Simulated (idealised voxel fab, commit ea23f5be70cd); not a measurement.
process module | voxel capacitor over wiring
cross-section cut | 275 nm wide | cells 5 nm
A cross-section is a grid of square cells, given in bands from the top down. A band is one or more rows of cells.
Each band's line starts with the height of the band's top and of its bottom, in nm. Then come its materials from left to right, each with its width in nm. One material with "throughout" fills the band from edge to edge. "air" is empty space.
Height 0 is the level under which the wafer as received is all one material. The lowest band goes on downwards, as in "0 down".
A width such as "30 to 40" changes by the same amount from each row of cells to the next, from the band's top row to its bottom row.
"no change" after a step means that no cell of the cross-section changed.
closed voids: empty space of 8 cells or more with no open way to the top, each as width x height at its distance from the left edge, in nm
after a step's settings: what the simulator itself notes on the step
overlay nm, on a step with a mask: how far to the right of its planned place the mask lay; to the left if negative
plan
1 op RECEIVE | material Si
2 op CONFORMAL_DEP | material SiO2 | thk nm 10
3 op DIRECTIONAL_DEP | material TiN | thk nm 5
4 op DIRECTIONAL_DEP | material Ru | thk nm 15
5 op DIRECTIONAL_DEP | material aC | thk nm 10
6 op PATTERN | tone cover | mask id METAL_1 | material resist | width nm 25 | pitch nm 85 | thk nm 30 | overlay nm 0
7 op DIRECTIONAL_ETCH | etch materials aC | depth nm 10
8 op STRIP | etch materials resist
9 op DIRECTIONAL_ETCH | etch materials Ru | depth nm 15
10 op DIRECTIONAL_ETCH | etch materials TiN | depth nm 5
11 op STRIP | etch materials aC
12 op CONFORMAL_DEP | material SiN | thk nm 5
13 op FILL_DEP | material lowk | thk nm 5
14 op CMP | height nm 30
15 op CONFORMAL_DEP | material SiCN | thk nm 5
16 op DIRECTIONAL_DEP | material lowk | thk nm 20
17 op PATTERN | tone open | mask id PLUG_1 | material resist | width nm 15 | thk nm 15 | overlay nm 0
18 op DIRECTIONAL_ETCH | etch materials lowk | depth nm 20
19 op DIRECTIONAL_ETCH | etch materials SiCN | depth nm 5
20 op STRIP | etch materials resist
21 op EPI | material Ru | thk nm 10
22 op EPI | material Ru | thk nm 10
23 op EPI | material Ru | thk nm 5
24 op DIRECTIONAL_DEP | material TiN | thk nm 5
25 op DIRECTIONAL_DEP | material Al2O3 | thk nm 5
26 op DIRECTIONAL_DEP | material TiN | thk nm 5
27 op PATTERN | tone cover | mask id UPPER_PLATE | material resist | width nm 65 | thk nm 20 | overlay nm 0
28 op DIRECTIONAL_ETCH | etch materials TiN | depth nm 5
29 op DIRECTIONAL_ETCH | etch materials Al2O3 | depth nm 5
30 op STRIP | etch materials resist
31 op PATTERN | tone cover | mask id LOWER_PLATE | material resist | width nm 75 | thk nm 20 | overlay nm 0
32 op DIRECTIONAL_ETCH | etch materials TiN | depth nm 5
33 op STRIP | etch materials resist
34 op FILL_DEP | material SiO2 | thk nm 20
35 op CMP | height nm 85
36 op PATTERN | tone open | mask id PLUG_2 | material resist | width nm 15 | thk nm 20 | overlay nm 0
37 op DIRECTIONAL_ETCH | etch materials SiO2 | depth nm 15
38 op STRIP | etch materials resist
39 op CONFORMAL_DEP | material TiN | thk nm 5
40 op FILL_DEP | material W | thk nm 5
41 op CMP | height nm 85
42 op CONFORMAL_DEP | material SiCN | thk nm 5
as received, after step 1
  0 down: Si throughout
  closed voids: none
a wafer at the end: this start, this plan, one mistake
  90 to 85: SiCN throughout
  85 to 75: SiO2 100 | TiN 5 | W 5 | TiN 5 | SiO2 160
  75 to 65: SiO2 100 to 90 | TiN 15 to 65 | SiO2 160 to 120
  65 to 60: SiO2 90 | Al2O3 65 | SiO2 120
  60 to 55: SiO2 85 | TiN 75 | SiO2 115
  55 to 35: lowk 95 | Ru 15 | lowk 165
  35 to 30: SiCN 95 | Ru 15 | SiCN 165
  30 to 15: lowk 75 | SiN 5 | Ru 25 | SiN 5 | lowk 50 | SiN 5 | Ru 25 | SiN 5 | lowk 80
  15 to 10: SiN 80 | TiN 25 | SiN 60 | TiN 25 | SiN 85
  10 to 0: SiO2 throughout
  0 down: Si throughout
  closed voids: none
what went wrong: step 17 ran as: op PATTERN | tone open | mask id PLUG_1 | material resist | width nm 15 | thk nm 15 | overlay nm 5
